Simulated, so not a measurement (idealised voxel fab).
process module | voxel self aligned vias
cross-section cut | 210 nm wide | cells 5 nm
A cross-section is a grid of square cells, given in bands from the top down. A band is one or more rows of cells.
Each band's line starts with the height of the band's top and of its bottom, in nm. Then come its materials from left to right, each with its width in nm. One material with "throughout" fills the band from edge to edge. "air" is empty space.
Height 0 is the level under which the wafer as received is all one material. The lowest band goes on downwards, as in "0 down".
A width such as "30 to 40" changes by the same amount from each row of cells to the next, from the band's top row to its bottom row.
"no change" after a step means that no cell of the cross-section changed.
closed voids: empty space of 8 cells or more with no open way to the top, each as width x height at its distance from the left edge, in nm
after a step's settings: what the simulator itself notes on the step
overlay nm, on a step with a mask: how far to the right of its planned place the mask lay; to the left if negative
plan
1 op RECEIVE | material Si
2 op CONFORMAL_DEP | material SiO2 | thk nm 15
3 op CONFORMAL_DEP | material SiCN | thk nm 5
4 op DIRECTIONAL_DEP | material SiO2 | thk nm 20
5 op PATTERN | tone open | mask id LINES | material resist | width nm 20 | pitch nm 55 | thk nm 15 | overlay nm 0
6 op DIRECTIONAL_ETCH | etch materials SiO2 | depth nm 20
7 op STRIP | etch materials resist
8 op CONFORMAL_DEP | material TiN | thk nm 5
9 op FILL_DEP | material Ru | thk nm 5
10 op CMP | height nm 40
11 op SELECTIVE_ETCH | etch materials W Ru TiN | depth nm 10
12 op FILL_DEP | material SiN | thk nm 10
13 op CMP | height nm 40
14 op DIRECTIONAL_DEP | material SiO2 | thk nm 20
15 op MASKED_ETCH | tone open | mask id VIAS | width nm 40 | pitch nm 110 | etch materials SiO2 | depth nm 20 | overlay nm 0
16 op MASKED_ETCH | tone open | mask id VIAS | width nm 40 | pitch nm 110 | etch materials SiN | depth nm 10 | overlay nm 0
17 op CONFORMAL_DEP | material TiN | thk nm 5
18 op FILL_DEP | material Cu | thk nm 10
19 op CMP | height nm 60
20 op CONFORMAL_DEP | material SiCN | thk nm 5
as received, after step 1
  0 down: Si throughout
  closed voids: none
first wafer at the end, as planned
  65 to 60: SiCN throughout
  60 to 45: SiO2 30 | TiN 5 | Cu 30 | TiN 5 | SiO2 70 | TiN 5 | Cu 30 | TiN 5 | SiO2 30
  45 to 40: SiO2 30 | TiN 15 | Cu 10 | TiN 15 | SiO2 70 | TiN 15 | Cu 10 | TiN 15 | SiO2 30
  40 to 35: SiO2 40 | TiN 5 | Cu 10 | TiN 5 | SiO2 35 | SiN 20 | SiO2 35 | TiN 5 | Cu 10 | TiN 5 | SiO2 40
  35 to 30: SiO2 40 | TiN 20 | SiO2 35 | SiN 20 | SiO2 35 | TiN 20 | SiO2 40
  30 to 25: SiO2 40 | TiN 5 | Ru 10 | TiN 5 | SiO2 35 | TiN 5 | Ru 10 | TiN 5 | SiO2 35 | TiN 5 | Ru 10 | TiN 5 | SiO2 40
  25 to 20: SiO2 40 | TiN 20 | SiO2 35 | TiN 20 | SiO2 35 | TiN 20 | SiO2 40
  20 to 15: SiCN throughout
  15 to 0: SiO2 throughout
  0 down: Si throughout
  closed voids: none
second wafer at the end: like start, like plan, one mistake
  65 to 60: SiCN throughout
  60 to 45: SiO2 25 | TiN 5 | Cu 40 | TiN 5 | SiO2 60 | TiN 5 | Cu 40 | TiN 5 | SiO2 25
  45 to 40: SiO2 25 | TiN 20 | Cu 10 | TiN 20 | SiO2 60 | TiN 20 | Cu 10 | TiN 20 | SiO2 25
  40 to 35: SiO2 40 | TiN 5 | Cu 10 | TiN 5 | SiO2 35 | SiN 20 | SiO2 35 | TiN 5 | Cu 10 | TiN 5 | SiO2 40
  35 to 30: SiO2 40 | TiN 20 | SiO2 35 | SiN 20 | SiO2 35 | TiN 20 | SiO2 40
  30 to 25: SiO2 40 | TiN 5 | Ru 10 | TiN 5 | SiO2 35 | TiN 5 | Ru 10 | TiN 5 | SiO2 35 | TiN 5 | Ru 10 | TiN 5 | SiO2 40
  25 to 20: SiO2 40 | TiN 20 | SiO2 35 | TiN 20 | SiO2 35 | TiN 20 | SiO2 40
  20 to 15: SiCN throughout
  15 to 0: SiO2 throughout
  0 down: Si throughout
  closed voids: none
what went wrong: step 15 ran as: op MASKED_ETCH | tone open | mask id VIAS | width nm 50 | pitch nm 110 | etch materials SiO2 | depth nm 20 | overlay nm 0
at the end the second wafer has, in cells: 12 more of Cu | 16 fewer of SiO2 | 4 more of TiN
